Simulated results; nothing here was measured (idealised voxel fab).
The following process module bears the name voxel wiring stack.
Cross-section cut spans 270 nm and uses square cells 5 nm in size.
Think of the cross-section as a grid of square cells. We describe it in bands, top to bottom, and each band covers one or more rows of those cells.
Basically the band line says how high the top is and how high the bottom is, in nm, and then what's in it from left to right, every material with its width in nm. Empty space shows up as "air", and if a single material carries "edge to edge" it runs the full band edge to edge.
Heads up on the height convention: 0 is the point under which the incoming wafer is all one material, and the lowest band has no bottom, it just keeps going down, like "0 -> down".
Note: "30..40" means the width goes from the first number (top row of the band) to the second number (bottom row) in equal steps per row of cells.
"remains unaltered" for a step: no cell of the cross-section changed in that step.
Any empty space of 8 cells or more lacking an open way to the top shows up in "Closed void table" as width x height at distance, distance from the left edge, in nm.
On a step's line, text after the settings is the simulator commenting on that step.
overlay nm: step with mask; distance mask lay right of planned place; negative value = left of planned place.
-- Steps planned for the process
1 RECEIVE: material Si
2 CONFORMAL_DEP: material SiO2, thk nm 15
3 CONFORMAL_DEP: material SiN, thk nm 5
4 DIRECTIONAL_DEP: material lowk, thk nm 25
5 DIRECTIONAL_DEP: material aC, thk nm 15
6 PATTERN: tone open, mask id METAL_1, material resist, width nm 30, pitch nm 50, thk nm 30, overlay nm 0
7 DIRECTIONAL_ETCH: etch materials aC, depth nm 15
8 STRIP: etch materials resist
9 DIRECTIONAL_ETCH: etch materials lowk, depth nm 25
10 DIRECTIONAL_ETCH: etch materials SiN, depth nm 5
11 STRIP: etch materials aC
12 CONFORMAL_DEP: material TiN, thk nm 5
13 FILL_DEP: material Cu, thk nm 10
14 CMP: height nm 45
15 CONFORMAL_DEP: material SiCN, thk nm 5
16 DIRECTIONAL_DEP: material SiO2, thk nm 15
17 DIRECTIONAL_DEP: material aC, thk nm 15
18 PATTERN: tone open, mask id PLUG_1, material resist, width nm 15, pitch nm 50, thk nm 30, overlay nm 0
19 DIRECTIONAL_ETCH: etch materials aC, depth nm 15
20 STRIP: etch materials resist
21 DIRECTIONAL_ETCH: etch materials SiO2, depth nm 15
22 DIRECTIONAL_ETCH: etch materials SiCN, depth nm 5
23 STRIP: etch materials aC
24 CONFORMAL_DEP: material TiN, thk nm 5
25 FILL_DEP: material W, thk nm 5
26 CMP: height nm 65
27 DIRECTIONAL_DEP: material TiN, thk nm 5
28 DIRECTIONAL_DEP: material Ru, thk nm 20
29 MASKED_ETCH: tone cover, mask id METAL_2, width nm 30, pitch nm 50, etch materials Ru, depth nm 20, overlay nm 0
30 MASKED_ETCH: tone cover, mask id METAL_2, width nm 30, pitch nm 50, etch materials TiN, depth nm 5, overlay nm 0
31 FILL_DEP: material lowk, thk nm 10
32 CMP: height nm 90
33 CONFORMAL_DEP: material SiCN, thk nm 5
34 DIRECTIONAL_DEP: material SiO2, thk nm 15
35 DIRECTIONAL_DEP: material aC, thk nm 15
36 PATTERN: tone open, mask id PLUG_2, material resist, width nm 15, thk nm 30, overlay nm 0
37 DIRECTIONAL_ETCH: etch materials aC, depth nm 15
38 STRIP: etch materials resist
39 DIRECTIONAL_ETCH: etch materials SiO2, depth nm 15
40 DIRECTIONAL_ETCH: etch materials SiCN, depth nm 5
41 STRIP: etch materials aC
42 CONFORMAL_DEP: material TiN, thk nm 5
43 FILL_DEP: material W, thk nm 5
44 CMP: height nm 110
45 DIRECTIONAL_DEP: material TiN, thk nm 5
46 DIRECTIONAL_DEP: material Ru, thk nm 15
47 PATTERN: tone cover, mask id METAL_3, material resist, width nm 30, pitch nm 50, thk nm 15, overlay nm 0
48 DIRECTIONAL_ETCH: etch materials Ru, depth nm 15
49 DIRECTIONAL_ETCH: etch materials TiN, depth nm 5
50 STRIP: etch materials resist
51 CONFORMAL_DEP: material SiCN, thk nm 5
52 FILL_DEP: material lowk, thk nm 10
53 CMP: height nm 130
54 CONFORMAL_DEP: material SiCN, thk nm 5
-- First wafer of two (run as planned)
-- This is the cross-section of the wafer as we received it, i.e. after step 1
- 0 -> down  Si edge to edge
- Closed void table: none
-- Take a look at the wafer's cross-section after step 2
- 15 -> 0  SiO2 edge to edge
- Whatever lies below 0 is exactly as it was before.
-- Take a look at the wafer's cross-section after step 3
- 20 -> 15  SiN edge to edge
- Whatever lies below 15 is exactly as it was before.
-- Take a look at the wafer's cross-section after step 4
- 45 -> 20  lowk edge to edge
- Whatever lies below 20 is exactly as it was before.
-- Take a look at the wafer's cross-section after step 5
- 60 -> 45  aC edge to edge
- Whatever lies below 45 is exactly as it was before.
-- Take a look at the wafer's cross-section after step 6
- 90 -> 60  resist 95  air 30  resist 20  air 30  resist 95
- Whatever lies below 60 is exactly as it was before.
-- Take a look at the wafer's cross-section after step 7
- 75 -> 60  resist 95  air 30  resist 20  air 30  resist 95
- 60 -> 45  aC 95  air 30  aC 20  air 30  aC 95
- Whatever lies below 45 is exactly as it was before.
-- Take a look at the wafer's cross-section after step 8
- 60 -> 45  aC 95  air 30  aC 20  air 30  aC 95
- Whatever lies below 45 is exactly as it was before.
-- Take a look at the wafer's cross-section after step 9
- 60 -> 45  aC 95  air 30  aC 20  air 30  aC 95
- 45 -> 20  lowk 95  air 30  lowk 20  air 30  lowk 95
- Whatever lies below 20 is exactly as it was before.
-- Take a look at the wafer's cross-section after step 10
- 60 -> 45  aC 95  air 30  aC 20  air 30  aC 95
- 45 -> 20  lowk 95  air 30  lowk 20  air 30  lowk 95
- 20 -> 15  SiN 95  air 30  SiN 20  air 30  SiN 95
- Whatever lies below 15 is exactly as it was before.
-- Take a look at the wafer's cross-section after step 11
- 45 -> 20  lowk 95  air 30  lowk 20  air 30  lowk 95
- Whatever lies below 20 is exactly as it was before.
-- Take a look at the wafer's cross-section after step 12
- 50 -> 45  TiN 100  air 20  TiN 30  air 20  TiN 100
- 45 -> 20  lowk 95  TiN 5  air 20  TiN 5  lowk 20  TiN 5  air 20  TiN 5  lowk 95
- 20 -> 15  SiN 95  TiN 30  SiN 20  TiN 30  SiN 95
- Whatever lies below 15 is exactly as it was before.
-- Take a look at the wafer's cross-section after step 13
- 60 -> 50  Cu edge to edge
- 50 -> 45  TiN 100  Cu 20  TiN 30  Cu 20  TiN 100
- 45 -> 20  lowk 95  TiN 5  Cu 20  TiN 5  lowk 20  TiN 5  Cu 20  TiN 5  lowk 95
- Whatever lies below 20 is exactly as it was before.
-- Take a look at the wafer's cross-section after step 14
- 45 -> 20  lowk 95  TiN 5  Cu 20  TiN 5  lowk 20  TiN 5  Cu 20  TiN 5  lowk 95
- Whatever lies below 20 is exactly as it was before.
-- Take a look at the wafer's cross-section after step 15
- 50 -> 45  SiCN edge to edge
- Whatever lies below 45 is exactly as it was before.
-- Take a look at the wafer's cross-section after step 16
- 65 -> 50  SiO2 edge to edge
- Whatever lies below 50 is exactly as it was before.
-- Take a look at the wafer's cross-section after step 17
- 80 -> 65  aC edge to edge
- Whatever lies below 65 is exactly as it was before.
-- Take a look at the wafer's cross-section after step 18
- 110 -> 80  resist 95  air 15  resist 35  air 15  resist 110
- Whatever lies below 80 is exactly as it was before.
-- Take a look at the wafer's cross-section after step 19
- 95 -> 80  resist 95  air 15  resist 35  air 15  resist 110
- 80 -> 65  aC 95  air 15  aC 35  air 15  aC 110
- Whatever lies below 65 is exactly as it was before.
-- Take a look at the wafer's cross-section after step 20
- 80 -> 65  aC 95  air 15  aC 35  air 15  aC 110
- Whatever lies below 65 is exactly as it was before.
-- Take a look at the wafer's cross-section after step 21
- 80 -> 65  aC 95  air 15  aC 35  air 15  aC 110
- 65 -> 50  SiO2 95  air 15  SiO2 35  air 15  SiO2 110
- Whatever lies below 50 is exactly as it was before.
-- Take a look at the wafer's cross-section after step 22
- 80 -> 65  aC 95  air 15  aC 35  air 15  aC 110
- 65 -> 50  SiO2 95  air 15  SiO2 35  air 15  SiO2 110
- 50 -> 45  SiCN 95  air 15  SiCN 35  air 15  SiCN 110
- Whatever lies below 45 is exactly as it was before.
-- Take a look at the wafer's cross-section after step 23
- 65 -> 50  SiO2 95  air 15  SiO2 35  air 15  SiO2 110
- Whatever lies below 50 is exactly as it was before.
-- Take a look at the wafer's cross-section after step 24
- 70 -> 65  TiN 100  air 5  TiN 45  air 5  TiN 115
- 65 -> 50  SiO2 95  TiN 5  air 5  TiN 5  SiO2 35  TiN 5  air 5  TiN 5  SiO2 110
- 50 -> 45  SiCN 95  TiN 15  SiCN 35  TiN 15  SiCN 110
- Whatever lies below 45 is exactly as it was before.
-- Take a look at the wafer's cross-section after step 25
- 75 -> 70  W edge to edge
- 70 -> 65  TiN 100  W 5  TiN 45  W 5  TiN 115
- 65 -> 50  SiO2 95  TiN 5  W 5  TiN 5  SiO2 35  TiN 5  W 5  TiN 5  SiO2 110
- Whatever lies below 50 is exactly as it was before.
-- Take a look at the wafer's cross-section after step 26
- 65 -> 50  SiO2 95  TiN 5  W 5  TiN 5  SiO2 35  TiN 5  W 5  TiN 5  SiO2 110
- Whatever lies below 50 is exactly as it was before.
-- Take a look at the wafer's cross-section after step 27
- 70 -> 65  TiN edge to edge
- Whatever lies below 65 is exactly as it was before.
-- Take a look at the wafer's cross-section after step 28
- 90 -> 70  Ru edge to edge
- Whatever lies below 70 is exactly as it was before.
-- Take a look at the wafer's cross-section after step 29
- 90 -> 70  air 95  Ru 30  air 20  Ru 30  air 95
- Whatever lies below 70 is exactly as it was before.
-- Take a look at the wafer's cross-section after step 30
- 90 -> 70  air 95  Ru 30  air 20  Ru 30  air 95
- 70 -> 65  air 95  TiN 30  air 20  TiN 30  air 95
- Whatever lies below 65 is exactly as it was before.
-- Take a look at the wafer's cross-section after step 31
- 100 -> 90  lowk edge to edge
- 90 -> 70  lowk 95  Ru 30  lowk 20  Ru 30  lowk 95
- 70 -> 65  lowk 95  TiN 30  lowk 20  TiN 30  lowk 95
- Whatever lies below 65 is exactly as it was before.
-- Take a look at the wafer's cross-section after step 32
- 90 -> 70  lowk 95  Ru 30  lowk 20  Ru 30  lowk 95
- Whatever lies below 70 is exactly as it was before.
-- Take a look at the wafer's cross-section after step 33
- 95 -> 90  SiCN edge to edge
- Whatever lies below 90 is exactly as it was before.
-- Take a look at the wafer's cross-section after step 34
- 110 -> 95  SiO2 edge to edge
- Whatever lies below 95 is exactly as it was before.
-- Take a look at the wafer's cross-section after step 35
- 125 -> 110  aC edge to edge
- Whatever lies below 110 is exactly as it was before.
-- Take a look at the wafer's cross-section after step 36
- 155 -> 125  resist 95  air 15  resist 160
- Whatever lies below 125 is exactly as it was before.
-- Take a look at the wafer's cross-section after step 37
- 140 -> 125  resist 95  air 15  resist 160
- 125 -> 110  aC 95  air 15  aC 160
- Whatever lies below 110 is exactly as it was before.
-- Take a look at the wafer's cross-section after step 38
- 125 -> 110  aC 95  air 15  aC 160
- Whatever lies below 110 is exactly as it was before.
-- Take a look at the wafer's cross-section after step 39
- 125 -> 110  aC 95  air 15  aC 160
- 110 -> 95  SiO2 95  air 15  SiO2 160
- Whatever lies below 95 is exactly as it was before.
-- Take a look at the wafer's cross-section after step 40
- 125 -> 110  aC 95  air 15  aC 160
- 110 -> 95  SiO2 95  air 15  SiO2 160
- 95 -> 90  SiCN 95  air 15  SiCN 160
- Whatever lies below 90 is exactly as it was before.
-- Take a look at the wafer's cross-section after step 41
- 110 -> 95  SiO2 95  air 15  SiO2 160
- Whatever lies below 95 is exactly as it was before.
-- Take a look at the wafer's cross-section after step 42
- 115 -> 110  TiN 100  air 5  TiN 165
- 110 -> 95  SiO2 95  TiN 5  air 5  TiN 5  SiO2 160
- 95 -> 90  SiCN 95  TiN 15  SiCN 160
- Whatever lies below 90 is exactly as it was before.
-- Take a look at the wafer's cross-section after step 43
- 120 -> 115  W edge to edge
- 115 -> 110  TiN 100  W 5  TiN 165
- 110 -> 95  SiO2 95  TiN 5  W 5  TiN 5  SiO2 160
- Whatever lies below 95 is exactly as it was before.
-- Take a look at the wafer's cross-section after step 44
- 110 -> 95  SiO2 95  TiN 5  W 5  TiN 5  SiO2 160
- Whatever lies below 95 is exactly as it was before.
-- Take a look at the wafer's cross-section after step 45
- 115 -> 110  TiN edge to edge
- Whatever lies below 110 is exactly as it was before.
-- Take a look at the wafer's cross-section after step 46
- 130 -> 115  Ru edge to edge
- Whatever lies below 115 is exactly as it was before.
-- Take a look at the wafer's cross-section after step 47
- 145 -> 130  air 95  resist 30  air 20  resist 30  air 95
- Whatever lies below 130 is exactly as it was before.
-- Take a look at the wafer's cross-section after step 48
- 145 -> 130  air 95  resist 30  air 20  resist 30  air 95
- 130 -> 115  air 95  Ru 30  air 20  Ru 30  air 95
- Whatever lies below 115 is exactly as it was before.
-- Take a look at the wafer's cross-section after step 49
- 145 -> 130  air 95  resist 30  air 20  resist 30  air 95
- 130 -> 115  air 95  Ru 30  air 20  Ru 30  air 95
- 115 -> 110  air 95  TiN 30  air 20  TiN 30  air 95
- Whatever lies below 110 is exactly as it was before.
-- Take a look at the wafer's cross-section after step 50
- 130 -> 115  air 95  Ru 30  air 20  Ru 30  air 95
- Whatever lies below 115 is exactly as it was before.
-- Take a look at the wafer's cross-section after step 51
- 135 -> 130  air 90  SiCN 40  air 10  SiCN 40  air 90
- 130 -> 115  air 90  SiCN 5  Ru 30  SiCN 5  air 10  SiCN 5  Ru 30  SiCN 5  air 90
- 115 -> 110  SiCN 95  TiN 30  SiCN 20  TiN 30  SiCN 95
- Whatever lies below 110 is exactly as it was before.
-- Take a look at the wafer's cross-section after step 52
- 145 -> 135  lowk edge to edge
- 135 -> 130  lowk 90  SiCN 40  lowk 10  SiCN 40  lowk 90
- 130 -> 115  lowk 90  SiCN 5  Ru 30  SiCN 5  lowk 10  SiCN 5  Ru 30  SiCN 5  lowk 90
- Whatever lies below 115 is exactly as it was before.
-- Take a look at the wafer's cross-section after step 53
- 130 -> 115  lowk 90  SiCN 5  Ru 30  SiCN 5  lowk 10  SiCN 5  Ru 30  SiCN 5  lowk 90
- Whatever lies below 115 is exactly as it was before.
-- Take a look at the wafer's cross-section after step 54
- 135 -> 130  SiCN edge to edge
- Whatever lies below 130 is exactly as it was before.
-- The second wafer began exactly as the first did and followed the same plan, but one mistake was made while running it; through step 13 inclusive, the two wafers are identical
At the planned end of step 14, the second wafer in cross-section: remains unaltered
-- At the planned end of step 15, the second wafer in cross-section
- 65 -> 60  SiCN edge to edge
- Whatever lies below 60 is exactly as it was before.
-- At the planned end of step 16, the second wafer in cross-section
- 80 -> 65  SiO2 edge to edge
- Whatever lies below 65 is exactly as it was before.
-- At the planned end of step 17, the second wafer in cross-section
- 95 -> 80  aC edge to edge
- Whatever lies below 80 is exactly as it was before.
-- At the planned end of step 18, the second wafer in cross-section
- 125 -> 95  resist 95  air 15  resist 35  air 15  resist 110
- Whatever lies below 95 is exactly as it was before.
-- At the planned end of step 19, the second wafer in cross-section
- 110 -> 95  resist 95  air 15  resist 35  air 15  resist 110
- 95 -> 80  aC 95  air 15  aC 35  air 15  aC 110
- Whatever lies below 80 is exactly as it was before.
-- At the planned end of step 20, the second wafer in cross-section
- 95 -> 80  aC 95  air 15  aC 35  air 15  aC 110
- Whatever lies below 80 is exactly as it was before.
-- At the planned end of step 21, the second wafer in cross-section
- 95 -> 80  aC 95  air 15  aC 35  air 15  aC 110
- 80 -> 65  SiO2 95  air 15  SiO2 35  air 15  SiO2 110
- Whatever lies below 65 is exactly as it was before.
-- At the planned end of step 22, the second wafer in cross-section
- 95 -> 80  aC 95  air 15  aC 35  air 15  aC 110
- 80 -> 65  SiO2 95  air 15  SiO2 35  air 15  SiO2 110
- 65 -> 60  SiCN 95  air 15  SiCN 35  air 15  SiCN 110
- Whatever lies below 60 is exactly as it was before.
-- At the planned end of step 23, the second wafer in cross-section
- 80 -> 65  SiO2 95  air 15  SiO2 35  air 15  SiO2 110
- Whatever lies below 65 is exactly as it was before.
-- At the planned end of step 24, the second wafer in cross-section
- 85 -> 80  TiN 100  air 5  TiN 45  air 5  TiN 115
- 80 -> 65  SiO2 95  TiN 5  air 5  TiN 5  SiO2 35  TiN 5  air 5  TiN 5  SiO2 110
- 65 -> 60  SiCN 95  TiN 15  SiCN 35  TiN 15  SiCN 110
- Whatever lies below 60 is exactly as it was before.
-- At the planned end of step 25, the second wafer in cross-section
- 90 -> 85  W edge to edge
- 85 -> 80  TiN 100  W 5  TiN 45  W 5  TiN 115
- 80 -> 65  SiO2 95  TiN 5  W 5  TiN 5  SiO2 35  TiN 5  W 5  TiN 5  SiO2 110
- Whatever lies below 65 is exactly as it was before.
-- At the planned end of step 26, the second wafer in cross-section
- 65 -> 60  SiCN 95  TiN 15  SiCN 35  TiN 15  SiCN 110
- Whatever lies below 60 is exactly as it was before.
-- At the planned end of step 27, the second wafer in cross-section
- 70 -> 65  TiN edge to edge
- Whatever lies below 65 is exactly as it was before.
-- At the planned end of step 28, the second wafer in cross-section
- 90 -> 70  Ru edge to edge
- Whatever lies below 70 is exactly as it was before.
-- At the planned end of step 29, the second wafer in cross-section
- 90 -> 70  air 95  Ru 30  air 20  Ru 30  air 95
- Whatever lies below 70 is exactly as it was before.
-- At the planned end of step 30, the second wafer in cross-section
- 90 -> 70  air 95  Ru 30  air 20  Ru 30  air 95
- 70 -> 65  air 95  TiN 30  air 20  TiN 30  air 95
- Whatever lies below 65 is exactly as it was before.
-- At the planned end of step 31, the second wafer in cross-section
- 100 -> 90  lowk edge to edge
- 90 -> 70  lowk 95  Ru 30  lowk 20  Ru 30  lowk 95
- 70 -> 65  lowk 95  TiN 30  lowk 20  TiN 30  lowk 95
- Whatever lies below 65 is exactly as it was before.
-- At the planned end of step 32, the second wafer in cross-section
- 90 -> 70  lowk 95  Ru 30  lowk 20  Ru 30  lowk 95
- Whatever lies below 70 is exactly as it was before.
-- At the planned end of step 33, the second wafer in cross-section
- 95 -> 90  SiCN edge to edge
- Whatever lies below 90 is exactly as it was before.
-- At the planned end of step 34, the second wafer in cross-section
- 110 -> 95  SiO2 edge to edge
- Whatever lies below 95 is exactly as it was before.
-- At the planned end of step 35, the second wafer in cross-section
- 125 -> 110  aC edge to edge
- Whatever lies below 110 is exactly as it was before.
-- At the planned end of step 36, the second wafer in cross-section
- 155 -> 125  resist 95  air 15  resist 160
- Whatever lies below 125 is exactly as it was before.
-- At the planned end of step 37, the second wafer in cross-section
- 140 -> 125  resist 95  air 15  resist 160
- 125 -> 110  aC 95  air 15  aC 160
- Whatever lies below 110 is exactly as it was before.
-- At the planned end of step 38, the second wafer in cross-section
- 125 -> 110  aC 95  air 15  aC 160
- Whatever lies below 110 is exactly as it was before.
-- At the planned end of step 39, the second wafer in cross-section
- 125 -> 110  aC 95  air 15  aC 160
- 110 -> 95  SiO2 95  air 15  SiO2 160
- Whatever lies below 95 is exactly as it was before.
-- At the planned end of step 40, the second wafer in cross-section
- 125 -> 110  aC 95  air 15  aC 160
- 110 -> 95  SiO2 95  air 15  SiO2 160
- 95 -> 90  SiCN 95  air 15  SiCN 160
- Whatever lies below 90 is exactly as it was before.
-- At the planned end of step 41, the second wafer in cross-section
- 110 -> 95  SiO2 95  air 15  SiO2 160
- Whatever lies below 95 is exactly as it was before.
-- At the planned end of step 42, the second wafer in cross-section
- 115 -> 110  TiN 100  air 5  TiN 165
- 110 -> 95  SiO2 95  TiN 5  air 5  TiN 5  SiO2 160
- 95 -> 90  SiCN 95  TiN 15  SiCN 160
- Whatever lies below 90 is exactly as it was before.
-- At the planned end of step 43, the second wafer in cross-section
- 120 -> 115  W edge to edge
- 115 -> 110  TiN 100  W 5  TiN 165
- 110 -> 95  SiO2 95  TiN 5  W 5  TiN 5  SiO2 160
- Whatever lies below 95 is exactly as it was before.
-- At the planned end of step 44, the second wafer in cross-section
- 110 -> 95  SiO2 95  TiN 5  W 5  TiN 5  SiO2 160
- Whatever lies below 95 is exactly as it was before.
-- At the planned end of step 45, the second wafer in cross-section
- 115 -> 110  TiN edge to edge
- Whatever lies below 110 is exactly as it was before.
-- At the planned end of step 46, the second wafer in cross-section
- 130 -> 115  Ru edge to edge
- Whatever lies below 115 is exactly as it was before.
-- At the planned end of step 47, the second wafer in cross-section
- 145 -> 130  air 95  resist 30  air 20  resist 30  air 95
- Whatever lies below 130 is exactly as it was before.
-- At the planned end of step 48, the second wafer in cross-section
- 145 -> 130  air 95  resist 30  air 20  resist 30  air 95
- 130 -> 115  air 95  Ru 30  air 20  Ru 30  air 95
- Whatever lies below 115 is exactly as it was before.
-- At the planned end of step 49, the second wafer in cross-section
- 145 -> 130  air 95  resist 30  air 20  resist 30  air 95
- 130 -> 115  air 95  Ru 30  air 20  Ru 30  air 95
- 115 -> 110  air 95  TiN 30  air 20  TiN 30  air 95
- Whatever lies below 110 is exactly as it was before.
-- At the planned end of step 50, the second wafer in cross-section
- 130 -> 115  air 95  Ru 30  air 20  Ru 30  air 95
- Whatever lies below 115 is exactly as it was before.
-- At the planned end of step 51, the second wafer in cross-section
- 135 -> 130  air 90  SiCN 40  air 10  SiCN 40  air 90
- 130 -> 115  air 90  SiCN 5  Ru 30  SiCN 5  air 10  SiCN 5  Ru 30  SiCN 5  air 90
- 115 -> 110  SiCN 95  TiN 30  SiCN 20  TiN 30  SiCN 95
- Whatever lies below 110 is exactly as it was before.
-- At the planned end of step 52, the second wafer in cross-section
- 145 -> 135  lowk edge to edge
- 135 -> 130  lowk 90  SiCN 40  lowk 10  SiCN 40  lowk 90
- 130 -> 115  lowk 90  SiCN 5  Ru 30  SiCN 5  lowk 10  SiCN 5  Ru 30  SiCN 5  lowk 90
- Whatever lies below 115 is exactly as it was before.
-- At the planned end of step 53, the second wafer in cross-section
- 130 -> 115  lowk 90  SiCN 5  Ru 30  SiCN 5  lowk 10  SiCN 5  Ru 30  SiCN 5  lowk 90
- Whatever lies below 115 is exactly as it was before.
-- At the planned end of step 54, the second wafer in cross-section
- 135 -> 130  SiCN edge to edge
- Whatever lies below 130 is exactly as it was before.
So what did we get wrong on this run? step 14 of the plan was omitted and not executed
Per the end-of-run cell counts, the second wafer holds more or fewer of some materials than the first: +116 Cu | -144 SiO2 | +34 TiN | -6 W
